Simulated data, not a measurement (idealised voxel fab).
Process module in this document: voxel air gaps
Pictured: cross-section cut, 295 nm wide, on a grid of 5 nm square cells.
Think of the cross-section as a grid of square cells. We describe it in bands, top to bottom, and each band covers one or more rows of those cells.
Read a band's entry like this: the first values are the height of its top and the height of its bottom in nm, and what follows is the sequence of materials from left to right, each with its width in nm. Note that "air" is empty space, and that a single material marked "everywhere" reaches across the band from edge to edge.
For the purposes of this specification, 0 denotes the height below which the wafer in its as-received condition is composed wholly of one material, and the lowermost band, lacking a lower limit, extends downward without end, as expressed in "0 and below".
Graded width ("30 to 40"): value in top row of band = first number; value in bottom row = second number; row-to-row change constant.
"no modifications" means the step left every cell of the cross-section as it was.
Heads up: "Trapped voids" only lists the empty pockets with no open path to the top that are 8 cells or more, and it writes them as width x height at distance, distance from the left edge, in nm.
after a step's settings: what the simulator itself notes on the step
If you see "overlay nm" on a step's line and that step has a mask, it's telling you how far right of where it was planned the mask ended up; a negative number means it went left instead.
Note on reading: below, each pair holds a cross-section from before one process step and one from after it; the one from after shows only down to the lowest band that changed. Beneath the pair, the step in between is stated along with its settings. The pairs can stem from different runs of this module on the same starting wafer. Where a pair's entry headed "State before step" says so, and only there, that pair continues from the pair above it.
# State before step
    0 and below: Si everywhere
    Trapped voids: none
# Sectional Result
    15 down to 0: SiO2 everywhere
    For the remainder of the cross-section, below 0, there is no change.
    Trapped voids: none
Before/after cross-sections above; step in between: CONFORMAL_DEP with material SiO2, thk nm 15
State before step: Reference is made to the cross-section shown after the step in the pair directly above, which represents the state prior to this step.
# Sectional Result
    20 down to 15: SiCN everywhere
    For the remainder of the cross-section, below 15, there is no change.
    Trapped voids: none
Before/after cross-sections above; step in between: CONFORMAL_DEP with material SiCN, thk nm 5
State before step: Reference is made to the cross-section shown after the step in the pair directly above, which represents the state prior to this step.
# Sectional Result
    60 down to 20: SiO2 everywhere
    For the remainder of the cross-section, below 20, there is no change.
    Trapped voids: none
Before/after cross-sections above; step in between: DIRECTIONAL_DEP with material SiO2, thk nm 40
State before step: Reference is made to the cross-section shown after the step in the pair directly above, which represents the state prior to this step.
# Sectional Result
    70 down to 60: aC everywhere
    For the remainder of the cross-section, below 60, there is no change.
    Trapped voids: none
Before/after cross-sections above; step in between: DIRECTIONAL_DEP with material aC, thk nm 10
State before step: Reference is made to the cross-section shown after the step in the pair directly above, which represents the state prior to this step.
# Sectional Result
    100 down to 70: 95 resist | 15 air | 30 resist | 15 air | 30 resist | 15 air | 95 resist
    For the remainder of the cross-section, below 70, there is no change.
    Trapped voids: none
Before/after cross-sections above; step in between: PATTERN with tone open, mask id LINES, material resist, width nm 15, pitch nm 45, thk nm 30, overlay nm 0
State before step: Reference is made to the cross-section shown after the step in the pair directly above, which represents the state prior to this step.
# Sectional Result
    90 down to 70: 95 resist | 15 air | 30 resist | 15 air | 30 resist | 15 air | 95 resist
    70 down to 60: 95 aC | 15 air | 30 aC | 15 air | 30 aC | 15 air | 95 aC
    For the remainder of the cross-section, below 60, there is no change.
    Trapped voids: none
Before/after cross-sections above; step in between: DIRECTIONAL_ETCH with etch materials aC, depth nm 10
State before step: Reference is made to the cross-section shown after the step in the pair directly above, which represents the state prior to this step.
# Sectional Result
    70 down to 60: 95 aC | 15 air | 30 aC | 15 air | 30 aC | 15 air | 95 aC
    For the remainder of the cross-section, below 60, there is no change.
    Trapped voids: none
Before/after cross-sections above; step in between: STRIP with etch materials resist
State before step: Reference is made to the cross-section shown after the step in the pair directly above, which represents the state prior to this step.
# Sectional Result
    70 down to 60: 95 aC | 15 air | 30 aC | 15 air | 30 aC | 15 air | 95 aC
    60 down to 20: 95 SiO2 | 15 air | 30 SiO2 | 15 air | 30 SiO2 | 15 air | 95 SiO2
    For the remainder of the cross-section, below 20, there is no change.
    Trapped voids: none
Before/after cross-sections above; step in between: DIRECTIONAL_ETCH with etch materials SiO2, depth nm 40
State before step: Reference is made to the cross-section shown after the step in the pair directly above, which represents the state prior to this step.
# Sectional Result
    60 down to 20: 95 SiO2 | 15 air | 30 SiO2 | 15 air | 30 SiO2 | 15 air | 95 SiO2
    For the remainder of the cross-section, below 20, there is no change.
    Trapped voids: none
Before/after cross-sections above; step in between: STRIP with etch materials aC
State before step: Reference is made to the cross-section shown after the step in the pair directly above, which represents the state prior to this step.
# Sectional Result
    65 down to 60: 100 TiN | 5 air | 40 TiN | 5 air | 40 TiN | 5 air | 100 TiN
    60 down to 25: 95 SiO2 | 5 TiN | 5 air | 5 TiN | 30 SiO2 | 5 TiN | 5 air | 5 TiN | 30 SiO2 | 5 TiN | 5 air | 5 TiN | 95 SiO2
    25 down to 20: 95 SiO2 | 15 TiN | 30 SiO2 | 15 TiN | 30 SiO2 | 15 TiN | 95 SiO2
    For the remainder of the cross-section, below 20, there is no change.
    Trapped voids: none
Before/after cross-sections above; step in between: CONFORMAL_DEP with material TiN, thk nm 5
State before step: Reference is made to the cross-section shown after the step in the pair directly above, which represents the state prior to this step.
# Sectional Result
    70 down to 65: W everywhere
    65 down to 60: 100 TiN | 5 W | 40 TiN | 5 W | 40 TiN | 5 W | 100 TiN
    60 down to 25: 95 SiO2 | 5 TiN | 5 W | 5 TiN | 30 SiO2 | 5 TiN | 5 W | 5 TiN | 30 SiO2 | 5 TiN | 5 W | 5 TiN | 95 SiO2
    For the remainder of the cross-section, below 25, there is no change.
    Trapped voids: none
Before/after cross-sections above; step in between: FILL_DEP with material W, thk nm 5
State before step: Reference is made to the cross-section shown after the step in the pair directly above, which represents the state prior to this step.
# Sectional Result
    60 down to 25: 95 SiO2 | 5 TiN | 5 W | 5 TiN | 30 SiO2 | 5 TiN | 5 W | 5 TiN | 30 SiO2 | 5 TiN | 5 W | 5 TiN | 95 SiO2
    For the remainder of the cross-section, below 25, there is no change.
    Trapped voids: none
Before/after cross-sections above; step in between: CMP with height nm 60
State before step: Reference is made to the cross-section shown after the step in the pair directly above, which represents the state prior to this step.
# Sectional Result
    70 down to 60: 85 air | 35 Ru | 10 air | 35 Ru | 10 air | 35 Ru | 85 air
    For the remainder of the cross-section, below 60, there is no change.
    Trapped voids: none
Before/after cross-sections above; step in between: EPI with material Ru, thk nm 10
State before step: Reference is made to the cross-section shown after the step in the pair directly above, which represents the state prior to this step.
# Sectional Result
    70 down to 60: 85 air | 35 Ru | 10 air | 35 Ru | 10 air | 35 Ru | 85 air
    60 down to 25: 95 air | 5 TiN | 5 W | 5 TiN | 30 air | 5 TiN | 5 W | 5 TiN | 30 air | 5 TiN | 5 W | 5 TiN | 95 air
    25 down to 20: 95 air | 15 TiN | 30 air | 15 TiN | 30 air | 15 TiN | 95 air
    For the remainder of the cross-section, below 20, there is no change.
    Trapped voids: none
Before/after cross-sections above; step in between: SELECTIVE_ETCH with etch materials SiO2, depth nm 50
State before step: Reference is made to the cross-section shown after the step in the pair directly above, which represents the state prior to this step.
# Sectional Result
    75 down to 70: 80 air | 135 SiCN | 80 air
    70 down to 60: 80 air | 5 SiCN | 35 Ru | 10 SiCN | 35 Ru | 10 SiCN | 35 Ru | 5 SiCN | 80 air
    60 down to 55: 80 air | 15 SiCN | 5 TiN | 5 W | 5 TiN | 30 SiCN | 5 TiN | 5 W | 5 TiN | 30 SiCN | 5 TiN | 5 W | 5 TiN | 15 SiCN | 80 air
    55 down to 25: 90 air | 5 SiCN | 5 TiN | 5 W | 5 TiN | 5 SiCN | 20 air | 5 SiCN | 5 TiN | 5 W | 5 TiN | 5 SiCN | 20 air | 5 SiCN | 5 TiN | 5 W | 5 TiN | 5 SiCN | 90 air
    25 down to 20: 95 SiCN | 15 TiN | 30 SiCN | 15 TiN | 30 SiCN | 15 TiN | 95 SiCN
    For the remainder of the cross-section, below 20, there is no change.
    Trapped voids: 20 x 30 at 115; 20 x 30 at 160
Before/after cross-sections above; step in between: CONFORMAL_DEP with material SiCN, thk nm 5
# State before step
    15 down to 0: SiO2 everywhere
    0 and below: Si everywhere
    Trapped voids: none
# Sectional Result
    55 down to 0: SiO2 everywhere
    For the remainder of the cross-section, below 0, there is no change.
    Trapped voids: none
Before/after cross-sections above; step in between: DIRECTIONAL_DEP with material SiO2, thk nm 40
State before step: Reference is made to the cross-section shown after the step in the pair directly above, which represents the state prior to this step.
# Sectional Result
    65 down to 55: aC everywhere
    For the remainder of the cross-section, below 55, there is no change.
    Trapped voids: none
Before/after cross-sections above; step in between: DIRECTIONAL_DEP with material aC, thk nm 10
State before step: Reference is made to the cross-section shown after the step in the pair directly above, which represents the state prior to this step.
# Sectional Result
    95 down to 65: 95 resist | 15 air | 30 resist | 15 air | 30 resist | 15 air | 95 resist
    For the remainder of the cross-section, below 65, there is no change.
    Trapped voids: none
Before/after cross-sections above; step in between: PATTERN with tone open, mask id LINES, material resist, width nm 15, pitch nm 45, thk nm 30, overlay nm 0
State before step: Reference is made to the cross-section shown after the step in the pair directly above, which represents the state prior to this step.
# Sectional Result
    85 down to 65: 95 resist | 15 air | 30 resist | 15 air | 30 resist | 15 air | 95 resist
    65 down to 55: 95 aC | 15 air | 30 aC | 15 air | 30 aC | 15 air | 95 aC
    For the remainder of the cross-section, below 55, there is no change.
    Trapped voids: none
Before/after cross-sections above; step in between: DIRECTIONAL_ETCH with etch materials aC, depth nm 10
State before step: Reference is made to the cross-section shown after the step in the pair directly above, which represents the state prior to this step.
# Sectional Result
    65 down to 55: 95 aC | 15 air | 30 aC | 15 air | 30 aC | 15 air | 95 aC
    For the remainder of the cross-section, below 55, there is no change.
    Trapped voids: none
Before/after cross-sections above; step in between: STRIP with etch materials resist
State before step: Reference is made to the cross-section shown after the step in the pair directly above, which represents the state prior to this step.
# Sectional Result
    65 down to 55: 95 aC | 15 air | 30 aC | 15 air | 30 aC | 15 air | 95 aC
    55 down to 15: 95 SiO2 | 15 air | 30 SiO2 | 15 air | 30 SiO2 | 15 air | 95 SiO2
    For the remainder of the cross-section, below 15, there is no change.
    Trapped voids: none
Before/after cross-sections above; step in between: DIRECTIONAL_ETCH with etch materials SiO2, depth nm 40
State before step: Reference is made to the cross-section shown after the step in the pair directly above, which represents the state prior to this step.
# Sectional Result
    55 down to 15: 95 SiO2 | 15 air | 30 SiO2 | 15 air | 30 SiO2 | 15 air | 95 SiO2
    For the remainder of the cross-section, below 15, there is no change.
    Trapped voids: none
Before/after cross-sections above; step in between: STRIP with etch materials aC
State before step: Reference is made to the cross-section shown after the step in the pair directly above, which represents the state prior to this step.
# Sectional Result
    60 down to 55: 100 TiN | 5 air | 40 TiN | 5 air | 40 TiN | 5 air | 100 TiN
    55 down to 20: 95 SiO2 | 5 TiN | 5 air | 5 TiN | 30 SiO2 | 5 TiN | 5 air | 5 TiN | 30 SiO2 | 5 TiN | 5 air | 5 TiN | 95 SiO2
    20 down to 15: 95 SiO2 | 15 TiN | 30 SiO2 | 15 TiN | 30 SiO2 | 15 TiN | 95 SiO2
    For the remainder of the cross-section, below 15, there is no change.
    Trapped voids: none
Before/after cross-sections above; step in between: CONFORMAL_DEP with material TiN, thk nm 5
State before step: Reference is made to the cross-section shown after the step in the pair directly above, which represents the state prior to this step.
# Sectional Result
    65 down to 60: W everywhere
    60 down to 55: 100 TiN | 5 W | 40 TiN | 5 W | 40 TiN | 5 W | 100 TiN
    55 down to 20: 95 SiO2 | 5 TiN | 5 W | 5 TiN | 30 SiO2 | 5 TiN | 5 W | 5 TiN | 30 SiO2 | 5 TiN | 5 W | 5 TiN | 95 SiO2
    For the remainder of the cross-section, below 20, there is no change.
    Trapped voids: none
Before/after cross-sections above; step in between: FILL_DEP with material W, thk nm 5
State before step: Reference is made to the cross-section shown after the step in the pair directly above, which represents the state prior to this step.
# Sectional Result
    60 down to 55: 100 TiN | 5 W | 40 TiN | 5 W | 40 TiN | 5 W | 100 TiN
    For the remainder of the cross-section, below 55, there is no change.
    Trapped voids: none
Before/after cross-sections above; step in between: CMP with height nm 60
State before step: Reference is made to the cross-section shown after the step in the pair directly above, which represents the state prior to this step.
# Sectional Result
    70 down to 60: Ru everywhere
    For the remainder of the cross-section, below 60, there is no change.
    Trapped voids: none
Before/after cross-sections above; step in between: EPI with material Ru, thk nm 10
State before step: Reference is made to the cross-section shown after the step in the pair directly above, which represents the state prior to this step.
# Sectional Result
    75 down to 70: SiCN everywhere
    For the remainder of the cross-section, below 70, there is no change.
    Trapped voids: none
Before/after cross-sections above; step in between: CONFORMAL_DEP with material SiCN, thk nm 5
# State before step
    70 down to 60: 85 air | 35 Ru | 10 air | 35 Ru | 10 air | 35 Ru | 85 air
    60 down to 25: 95 SiO2 | 5 TiN | 5 W | 5 TiN | 30 SiO2 | 5 TiN | 5 W | 5 TiN | 30 SiO2 | 5 TiN | 5 W | 5 TiN | 95 SiO2
    25 down to 20: 95 SiO2 | 15 TiN | 30 SiO2 | 15 TiN | 30 SiO2 | 15 TiN | 95 SiO2
    20 down to 15: SiCN everywhere
    15 down to 0: SiO2 everywhere
    0 and below: Si everywhere
    Trapped voids: none
# Sectional Result
    80 down to 60: 75 air | 145 Ru | 75 air
    For the remainder of the cross-section, below 60, there is no change.
    Trapped voids: none
Before/after cross-sections above; step in between: EPI with material Ru, thk nm 10
State before step: Reference is made to the cross-section shown after the step in the pair directly above, which represents the state prior to this step.
# Sectional Result
    80 down to 60: 75 air | 145 Ru | 75 air
    60 down to 25: 95 air | 5 TiN | 5 W | 5 TiN | 30 SiO2 | 5 TiN | 5 W | 5 TiN | 30 SiO2 | 5 TiN | 5 W | 5 TiN | 95 air
    25 down to 20: 95 air | 15 TiN | 30 SiO2 | 15 TiN | 30 SiO2 | 15 TiN | 95 air
    For the remainder of the cross-section, below 20, there is no change.
    Trapped voids: none
Before/after cross-sections above; step in between: SELECTIVE_ETCH with etch materials SiO2, depth nm 50
State before step: Reference is made to the cross-section shown after the step in the pair directly above, which represents the state prior to this step.
# Sectional Result
    85 down to 80: 70 air | 155 SiCN | 70 air
    80 down to 60: 70 air | 5 SiCN | 145 Ru | 5 SiCN | 70 air
    60 down to 55: 70 air | 25 SiCN | 5 TiN | 5 W | 5 TiN | 30 SiO2 | 5 TiN | 5 W | 5 TiN | 30 SiO2 | 5 TiN | 5 W | 5 TiN | 25 SiCN | 70 air
    55 down to 25: 90 air | 5 SiCN | 5 TiN | 5 W | 5 TiN | 30 SiO2 | 5 TiN | 5 W | 5 TiN | 30 SiO2 | 5 TiN | 5 W | 5 TiN | 5 SiCN | 90 air
    25 down to 20: 95 SiCN | 15 TiN | 30 SiO2 | 15 TiN | 30 SiO2 | 15 TiN | 95 SiCN
    For the remainder of the cross-section, below 20, there is no change.
    Trapped voids: none
Before/after cross-sections above; step in between: CONFORMAL_DEP with material SiCN, thk nm 5
# State before step
    60 down to 25: 95 SiO2 | 5 TiN | 5 W | 5 TiN | 30 SiO2 | 5 TiN | 5 W | 5 TiN | 30 SiO2 | 5 TiN | 5 W | 5 TiN | 95 SiO2
    25 down to 20: 95 SiO2 | 15 TiN | 30 SiO2 | 15 TiN | 30 SiO2 | 15 TiN | 95 SiO2
    20 down to 15: SiCN everywhere
    15 down to 0: SiO2 everywhere
    0 and below: Si everywhere
    Trapped voids: none
# Sectional Result
    60 down to 25: 95 air | 5 TiN | 5 W | 5 TiN | 30 air | 5 TiN | 5 W | 5 TiN | 30 air | 5 TiN | 5 W | 5 TiN | 95 air
    25 down to 20: 95 air | 15 TiN | 30 air | 15 TiN | 30 air | 15 TiN | 95 air
    For the remainder of the cross-section, below 20, there is no change.
    Trapped voids: none
Before/after cross-sections above; step in between: SELECTIVE_ETCH with etch materials SiO2, depth nm 50
State before step: Reference is made to the cross-section shown after the step in the pair directly above, which represents the state prior to this step.
# Sectional Result
    70 down to 60: 85 air | 35 Ru | 10 air | 35 Ru | 10 air | 35 Ru | 85 air
    60 down to 25: 85 air | 10 Ru | 5 TiN | 5 W | 5 TiN | 10 Ru | 10 air | 10 Ru | 5 TiN | 5 W | 5 TiN | 10 Ru | 10 air | 10 Ru | 5 TiN | 5 W | 5 TiN | 10 Ru | 85 air
    25 down to 20: 85 air | 10 Ru | 15 TiN | 10 Ru | 10 air | 10 Ru | 15 TiN | 10 Ru | 10 air | 10 Ru | 15 TiN | 10 Ru | 85 air
    For the remainder of the cross-section, below 20, there is no change.
    Trapped voids: none
Before/after cross-sections above; step in between: EPI with material Ru, thk nm 10
State before step: Reference is made to the cross-section shown after the step in the pair directly above, which represents the state prior to this step.
# Sectional Result
    75 down to 70: 80 air | 135 SiCN | 80 air
    70 down to 60: 80 air | 5 SiCN | 35 Ru | 10 SiCN | 35 Ru | 10 SiCN | 35 Ru | 5 SiCN | 80 air
    60 down to 25: 80 air | 5 SiCN | 10 Ru | 5 TiN | 5 W | 5 TiN | 10 Ru | 10 SiCN | 10 Ru | 5 TiN | 5 W | 5 TiN | 10 Ru | 10 SiCN | 10 Ru | 5 TiN | 5 W | 5 TiN | 10 Ru | 5 SiCN | 80 air
    25 down to 20: 85 SiCN | 10 Ru | 15 TiN | 10 Ru | 10 SiCN | 10 Ru | 15 TiN | 10 Ru | 10 SiCN | 10 Ru | 15 TiN | 10 Ru | 85 SiCN
    For the remainder of the cross-section, below 20, there is no change.
    Trapped voids: none
Before/after cross-sections above; step in between: CONFORMAL_DEP with material SiCN, thk nm 5
# State before step
    20 down to 15: SiCN everywhere
    15 down to 0: SiO2 everywhere
    0 and below: Si everywhere
    Trapped voids: none
# Sectional Result
    55 down to 20: SiO2 everywhere
    For the remainder of the cross-section, below 20, there is no change.
    Trapped voids: none
Before/after cross-sections above; step in between: DIRECTIONAL_DEP with material SiO2, thk nm 35
State before step: Reference is made to the cross-section shown after the step in the pair directly above, which represents the state prior to this step.
# Sectional Result
    65 down to 55: aC everywhere
    For the remainder of the cross-section, below 55, there is no change.
    Trapped voids: none
Before/after cross-sections above; step in between: DIRECTIONAL_DEP with material aC, thk nm 10
State before step: Reference is made to the cross-section shown after the step in the pair directly above, which represents the state prior to this step.
# Sectional Result
    95 down to 65: 95 resist | 15 air | 30 resist | 15 air | 30 resist | 15 air | 95 resist
    For the remainder of the cross-section, below 65, there is no change.
    Trapped voids: none
Before/after cross-sections above; step in between: PATTERN with tone open, mask id LINES, material resist, width nm 15, pitch nm 45, thk nm 30, overlay nm 0
State before step: Reference is made to the cross-section shown after the step in the pair directly above, which represents the state prior to this step.
# Sectional Result
    85 down to 65: 95 resist | 15 air | 30 resist | 15 air | 30 resist | 15 air | 95 resist
    65 down to 55: 95 aC | 15 air | 30 aC | 15 air | 30 aC | 15 air | 95 aC
    For the remainder of the cross-section, below 55, there is no change.
    Trapped voids: none
Before/after cross-sections above; step in between: DIRECTIONAL_ETCH with etch materials aC, depth nm 10
State before step: Reference is made to the cross-section shown after the step in the pair directly above, which represents the state prior to this step.
# Sectional Result
    65 down to 55: 95 aC | 15 air | 30 aC | 15 air | 30 aC | 15 air | 95 aC
    For the remainder of the cross-section, below 55, there is no change.
    Trapped voids: none
Before/after cross-sections above; step in between: STRIP with etch materials resist
State before step: Reference is made to the cross-section shown after the step in the pair directly above, which represents the state prior to this step.
# Sectional Result
    65 down to 55: 95 aC | 15 air | 30 aC | 15 air | 30 aC | 15 air | 95 aC
    55 down to 20: 95 SiO2 | 15 air | 30 SiO2 | 15 air | 30 SiO2 | 15 air | 95 SiO2
    For the remainder of the cross-section, below 20, there is no change.
    Trapped voids: none
Before/after cross-sections above; step in between: DIRECTIONAL_ETCH with etch materials SiO2, depth nm 40
State before step: Reference is made to the cross-section shown after the step in the pair directly above, which represents the state prior to this step.
# Sectional Result
    55 down to 20: 95 SiO2 | 15 air | 30 SiO2 | 15 air | 30 SiO2 | 15 air | 95 SiO2
    For the remainder of the cross-section, below 20, there is no change.
    Trapped voids: none
Before/after cross-sections above; step in between: STRIP with etch materials aC
State before step: Reference is made to the cross-section shown after the step in the pair directly above, which represents the state prior to this step.
# Sectional Result
    60 down to 55: 100 TiN | 5 air | 40 TiN | 5 air | 40 TiN | 5 air | 100 TiN
    55 down to 25: 95 SiO2 | 5 TiN | 5 air | 5 TiN | 30 SiO2 | 5 TiN | 5 air | 5 TiN | 30 SiO2 | 5 TiN | 5 air | 5 TiN | 95 SiO2
    25 down to 20: 95 SiO2 | 15 TiN | 30 SiO2 | 15 TiN | 30 SiO2 | 15 TiN | 95 SiO2
    For the remainder of the cross-section, below 20, there is no change.
    Trapped voids: none
Before/after cross-sections above; step in between: CONFORMAL_DEP with material TiN, thk nm 5
State before step: Reference is made to the cross-section shown after the step in the pair directly above, which represents the state prior to this step.
# Sectional Result
    65 down to 60: W everywhere
    60 down to 55: 100 TiN | 5 W | 40 TiN | 5 W | 40 TiN | 5 W | 100 TiN
    55 down to 25: 95 SiO2 | 5 TiN | 5 W | 5 TiN | 30 SiO2 | 5 TiN | 5 W | 5 TiN | 30 SiO2 | 5 TiN | 5 W | 5 TiN | 95 SiO2
    For the remainder of the cross-section, below 25, there is no change.
    Trapped voids: none
Before/after cross-sections above; step in between: FILL_DEP with material W, thk nm 5
State before step: Reference is made to the cross-section shown after the step in the pair directly above, which represents the state prior to this step.
# Sectional Result
    60 down to 55: 100 TiN | 5 W | 40 TiN | 5 W | 40 TiN | 5 W | 100 TiN
    For the remainder of the cross-section, below 55, there is no change.
    Trapped voids: none
Before/after cross-sections above; step in between: CMP with height nm 60
State before step: Reference is made to the cross-section shown after the step in the pair directly above, which represents the state prior to this step.
# Sectional Result
    70 down to 60: Ru everywhere
    For the remainder of the cross-section, below 60, there is no change.
    Trapped voids: none
Before/after cross-sections above; step in between: EPI with material Ru, thk nm 10
State before step: Reference is made to the cross-section shown after the step in the pair directly above, which represents the state prior to this step.
# Sectional Result
    75 down to 70: SiCN everywhere
    For the remainder of the cross-section, below 70, there is no change.
    Trapped voids: none
Before/after cross-sections above; step in between: CONFORMAL_DEP with material SiCN, thk nm 5
# State before step
    70 down to 60: aC everywhere
    60 down to 20: SiO2 everywhere
    20 down to 15: SiCN everywhere
    15 down to 0: SiO2 everywhere
    0 and below: Si everywhere
    Trapped voids: none
# Sectional Result
    100 down to 70: 95 resist | 20 air | 25 resist | 20 air | 25 resist | 20 air | 90 resist
    For the remainder of the cross-section, below 70, there is no change.
    Trapped voids: none
Before/after cross-sections above; step in between: PATTERN with tone open, mask id LINES, material resist, width nm 20, pitch nm 45, thk nm 30, overlay nm 0
State before step: Reference is made to the cross-section shown after the step in the pair directly above, which represents the state prior to this step.
# Sectional Result
    90 down to 70: 95 resist | 20 air | 25 resist | 20 air | 25 resist | 20 air | 90 resist
    70 down to 60: 95 aC | 20 air | 25 aC | 20 air | 25 aC | 20 air | 90 aC
    For the remainder of the cross-section, below 60, there is no change.
    Trapped voids: none
Before/after cross-sections above; step in between: DIRECTIONAL_ETCH with etch materials aC, depth nm 10
State before step: Reference is made to the cross-section shown after the step in the pair directly above, which represents the state prior to this step.
# Sectional Result
    70 down to 60: 95 aC | 20 air | 25 aC | 20 air | 25 aC | 20 air | 90 aC
    For the remainder of the cross-section, below 60, there is no change.
    Trapped voids: none
Before/after cross-sections above; step in between: STRIP with etch materials resist
State before step: Reference is made to the cross-section shown after the step in the pair directly above, which represents the state prior to this step.
# Sectional Result
    70 down to 60: 95 aC | 20 air | 25 aC | 20 air | 25 aC | 20 air | 90 aC
    60 down to 20: 95 SiO2 | 20 air | 25 SiO2 | 20 air | 25 SiO2 | 20 air | 90 SiO2
    For the remainder of the cross-section, below 20, there is no change.
    Trapped voids: none
Before/after cross-sections above; step in between: DIRECTIONAL_ETCH with etch materials SiO2, depth nm 40
State before step: Reference is made to the cross-section shown after the step in the pair directly above, which represents the state prior to this step.
# Sectional Result
    60 down to 20: 95 SiO2 | 20 air | 25 SiO2 | 20 air | 25 SiO2 | 20 air | 90 SiO2
    For the remainder of the cross-section, below 20, there is no change.
    Trapped voids: none
Before/after cross-sections above; step in between: STRIP with etch materials aC
State before step: Reference is made to the cross-section shown after the step in the pair directly above, which represents the state prior to this step.
# Sectional Result
    65 down to 60: 100 TiN | 10 air | 35 TiN | 10 air | 35 TiN | 10 air | 95 TiN
    60 down to 25: 95 SiO2 | 5 TiN | 10 air | 5 TiN | 25 SiO2 | 5 TiN | 10 air | 5 TiN | 25 SiO2 | 5 TiN | 10 air | 5 TiN | 90 SiO2
    25 down to 20: 95 SiO2 | 20 TiN | 25 SiO2 | 20 TiN | 25 SiO2 | 20 TiN | 90 SiO2
    For the remainder of the cross-section, below 20, there is no change.
    Trapped voids: none
Before/after cross-sections above; step in between: CONFORMAL_DEP with material TiN, thk nm 5
State before step: Reference is made to the cross-section shown after the step in the pair directly above, which represents the state prior to this step.
# Sectional Result
    70 down to 65: W everywhere
    65 down to 60: 100 TiN | 10 W | 35 TiN | 10 W | 35 TiN | 10 W | 95 TiN
    60 down to 25: 95 SiO2 | 5 TiN | 10 W | 5 TiN | 25 SiO2 | 5 TiN | 10 W | 5 TiN | 25 SiO2 | 5 TiN | 10 W | 5 TiN | 90 SiO2
    For the remainder of the cross-section, below 25, there is no change.
    Trapped voids: none
Before/after cross-sections above; step in between: FILL_DEP with material W, thk nm 5
State before step: Reference is made to the cross-section shown after the step in the pair directly above, which represents the state prior to this step.
# Sectional Result
    60 down to 25: 95 SiO2 | 5 TiN | 10 W | 5 TiN | 25 SiO2 | 5 TiN | 10 W | 5 TiN | 25 SiO2 | 5 TiN | 10 W | 5 TiN | 90 SiO2
    For the remainder of the cross-section, below 25, there is no change.
    Trapped voids: none
Before/after cross-sections above; step in between: CMP with height nm 60
State before step: Reference is made to the cross-section shown after the step in the pair directly above, which represents the state prior to this step.
# Sectional Result
    70 down to 60: 85 air | 40 Ru | 5 air | 40 Ru | 5 air | 40 Ru | 80 air
    For the remainder of the cross-section, below 60, there is no change.
    Trapped voids: none
Before/after cross-sections above; step in between: EPI with material Ru, thk nm 10
State before step: Reference is made to the cross-section shown after the step in the pair directly above, which represents the state prior to this step.
# Sectional Result
    70 down to 60: 85 air | 40 Ru | 5 air | 40 Ru | 5 air | 40 Ru | 80 air
    60 down to 25: 95 air | 5 TiN | 10 W | 5 TiN | 25 air | 5 TiN | 10 W | 5 TiN | 25 air | 5 TiN | 10 W | 5 TiN | 90 air
    25 down to 20: 95 air | 20 TiN | 25 air | 20 TiN | 25 air | 20 TiN | 90 air
    For the remainder of the cross-section, below 20, there is no change.
    Trapped voids: none
Before/after cross-sections above; step in between: SELECTIVE_ETCH with etch materials SiO2, depth nm 50
State before step: Reference is made to the cross-section shown after the step in the pair directly above, which represents the state prior to this step.
# Sectional Result
    75 down to 70: 80 air | 140 SiCN | 75 air
    70 down to 60: 80 air | 5 SiCN | 40 Ru | 5 SiCN | 40 Ru | 5 SiCN | 40 Ru | 5 SiCN | 75 air
    60 down to 55: 80 air | 15 SiCN | 5 TiN | 10 W | 5 TiN | 25 SiCN | 5 TiN | 10 W | 5 TiN | 25 SiCN | 5 TiN | 10 W | 5 TiN | 15 SiCN | 75 air
    55 down to 25: 90 air | 5 SiCN | 5 TiN | 10 W | 5 TiN | 5 SiCN | 15 air | 5 SiCN | 5 TiN | 10 W | 5 TiN | 5 SiCN | 15 air | 5 SiCN | 5 TiN | 10 W | 5 TiN | 5 SiCN | 85 air
    25 down to 20: 95 SiCN | 20 TiN | 25 SiCN | 20 TiN | 25 SiCN | 20 TiN | 90 SiCN
    For the remainder of the cross-section, below 20, there is no change.
    Trapped voids: 15 x 30 at 120; 15 x 30 at 165
Before/after cross-sections above; step in between: CONFORMAL_DEP with material SiCN, thk nm 5
# State before step
    70 down to 60: aC everywhere
    60 down to 20: SiO2 everywhere
    20 down to 15: SiCN everywhere
    15 down to 0: SiO2 everywhere
    0 and below: Si everywhere
    Trapped voids: none
# Sectional Result
    100 down to 70: 85 resist | 15 air | 30 resist | 15 air | 30 resist | 15 air | 105 resist
    For the remainder of the cross-section, below 70, there is no change.
    Trapped voids: none
Before/after cross-sections above; step in between: PATTERN with tone open, mask id LINES, material resist, width nm 15, pitch nm 45, thk nm 30, overlay nm -10
State before step: Reference is made to the cross-section shown after the step in the pair directly above, which represents the state prior to this step.
# Sectional Result
    90 down to 70: 85 resist | 15 air | 30 resist | 15 air | 30 resist | 15 air | 105 resist
    70 down to 60: 85 aC | 15 air | 30 aC | 15 air | 30 aC | 15 air | 105 aC
    For the remainder of the cross-section, below 60, there is no change.
    Trapped voids: none
Before/after cross-sections above; step in between: DIRECTIONAL_ETCH with etch materials aC, depth nm 10
State before step: Reference is made to the cross-section shown after the step in the pair directly above, which represents the state prior to this step.
# Sectional Result
    70 down to 60: 85 aC | 15 air | 30 aC | 15 air | 30 aC | 15 air | 105 aC
    For the remainder of the cross-section, below 60, there is no change.
    Trapped voids: none
Before/after cross-sections above; step in between: STRIP with etch materials resist
State before step: Reference is made to the cross-section shown after the step in the pair directly above, which represents the state prior to this step.
# Sectional Result
    70 down to 60: 85 aC | 15 air | 30 aC | 15 air | 30 aC | 15 air | 105 aC
    60 down to 20: 85 SiO2 | 15 air | 30 SiO2 | 15 air | 30 SiO2 | 15 air | 105 SiO2
    For the remainder of the cross-section, below 20, there is no change.
    Trapped voids: none
Before/after cross-sections above; step in between: DIRECTIONAL_ETCH with etch materials SiO2, depth nm 40
State before step: Reference is made to the cross-section shown after the step in the pair directly above, which represents the state prior to this step.
# Sectional Result
    60 down to 20: 85 SiO2 | 15 air | 30 SiO2 | 15 air | 30 SiO2 | 15 air | 105 SiO2
    For the remainder of the cross-section, below 20, there is no change.
    Trapped voids: none
Before/after cross-sections above; step in between: STRIP with etch materials aC
State before step: Reference is made to the cross-section shown after the step in the pair directly above, which represents the state prior to this step.
# Sectional Result
    65 down to 60: 90 TiN | 5 air | 40 TiN | 5 air | 40 TiN | 5 air | 110 TiN
    60 down to 25: 85 SiO2 | 5 TiN | 5 air | 5 TiN | 30 SiO2 | 5 TiN | 5 air | 5 TiN | 30 SiO2 | 5 TiN | 5 air | 5 TiN | 105 SiO2
    25 down to 20: 85 SiO2 | 15 TiN | 30 SiO2 | 15 TiN | 30 SiO2 | 15 TiN | 105 SiO2
    For the remainder of the cross-section, below 20, there is no change.
    Trapped voids: none
Before/after cross-sections above; step in between: CONFORMAL_DEP with material TiN, thk nm 5
